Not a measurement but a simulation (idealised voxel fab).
The process module presented herein is designated voxel self aligned vias.
For reference, the cross-section in this document is cut, with width 235 nm and square cells of 5 nm.
The cross-sections in this document take the form of a grid made of square cells. They are written out as bands, in order from top to bottom. Each band consists of one or more rows of cells.
Top, bottom (nm), then materials left to right with widths (nm); lone material tagged "edge to edge" fills the whole band edge to edge; "empty" = empty space.
We count height from 0. Below that, the starting wafer is all one material. The lowest band never ends at the bottom but goes on down; see "top 0, no bottom" for how that is written.
A width given as "30..40" starts at the first number in the band's top row and ends at the second number in its bottom row, shifting by an equal amount at every step from row to row.
Take "no modification" at face value: in the step it is given for, the cross-section changed in none of its cells.
Empty spaces counting at least 8 cells and having no open way to the top are listed in "Closed-off voids". The notation width x height at distance is used for each, the distance being from the left edge and all three values in nm.
On a step's line, text after the settings is the simulator commenting on that step.
Each step line may optionally specify "overlay nm", which for a step with a mask gives the rightward distance between the mask's planned place and where it lay, a negative value indicating the leftward direction.
The following list gives the planned process steps:
1,op RECEIVE | material Si
2,op CONFORMAL_DEP | material SiO2 | thk nm 10
3,op CONFORMAL_DEP | material SiCN | thk nm 5
4,op DIRECTIONAL_DEP | material lowk | thk nm 30
5,op DIRECTIONAL_DEP | material aC | thk nm 10
6,op PATTERN | tone open | mask id LINES | material resist | width nm 20 | pitch nm 45 | thk nm 25 | overlay nm 0
7,op DIRECTIONAL_ETCH | etch materials aC | depth nm 10
8,op STRIP | etch materials resist
9,op DIRECTIONAL_ETCH | etch materials lowk | depth nm 30
10,op STRIP | etch materials aC
11,op CONFORMAL_DEP | material TiN | thk nm 5
12,op FILL_DEP | material W | thk nm 5
13,op CMP | height nm 45
14,op SELECTIVE_ETCH | etch materials W Ru TiN | depth nm 10
15,op FILL_DEP | material SiN | thk nm 10
16,op CMP | height nm 45
17,op DIRECTIONAL_DEP | material lowk | thk nm 20
18,op MASKED_ETCH | tone open | mask id VIAS | width nm 30 | etch materials lowk | depth nm 20 | overlay nm 0
19,op MASKED_ETCH | tone open | mask id VIAS | width nm 30 | etch materials SiN | depth nm 10 | overlay nm 0
20,op CONFORMAL_DEP | material TiN | thk nm 5
21,op FILL_DEP | material Cu | thk nm 5
22,op CMP | height nm 65
23,op CONFORMAL_DEP | material SiCN | thk nm 5
Received-state cross-section, reflecting completion of step 1:
* top 0, no bottom: Si edge to edge
* Closed-off voids: none
The cross-section shown corresponds to the wafer at the conclusion of the module. The initial structure and the process plan are those presented above; however, one mistake occurred in executing the plan:
* top 70, bottom 65: SiCN edge to edge
* top 65, bottom 50: lowk=80 | SiO2=5 | Cu=20 | SiO2=5 | lowk=125
* top 50, bottom 45: lowk=80 | SiO2=10 | Cu=10 | SiO2=10 | lowk=125
* top 45, bottom 40: lowk=85 | SiO2=5 | Cu=10 | SiO2=5 | lowk=25 | SiN=20 | lowk=85
* top 40, bottom 35: lowk=85 | SiO2=20 | lowk=25 | SiN=20 | lowk=85
* top 35, bottom 20: lowk=85 | TiN=5 | W=10 | TiN=5 | lowk=25 | TiN=5 | W=10 | TiN=5 | lowk=85
* top 20, bottom 15: lowk=85 | TiN=20 | lowk=25 | TiN=20 | lowk=85
* top 15, bottom 10: SiCN edge to edge
* top 10, bottom 0: SiO2 edge to edge
* top 0, no bottom: Si edge to edge
* Closed-off voids: none
Against the plan, the run slipped here: step 20 ran differently from the plan; actual operation with settings: op CONFORMAL_DEP | material SiO2 | thk nm 5
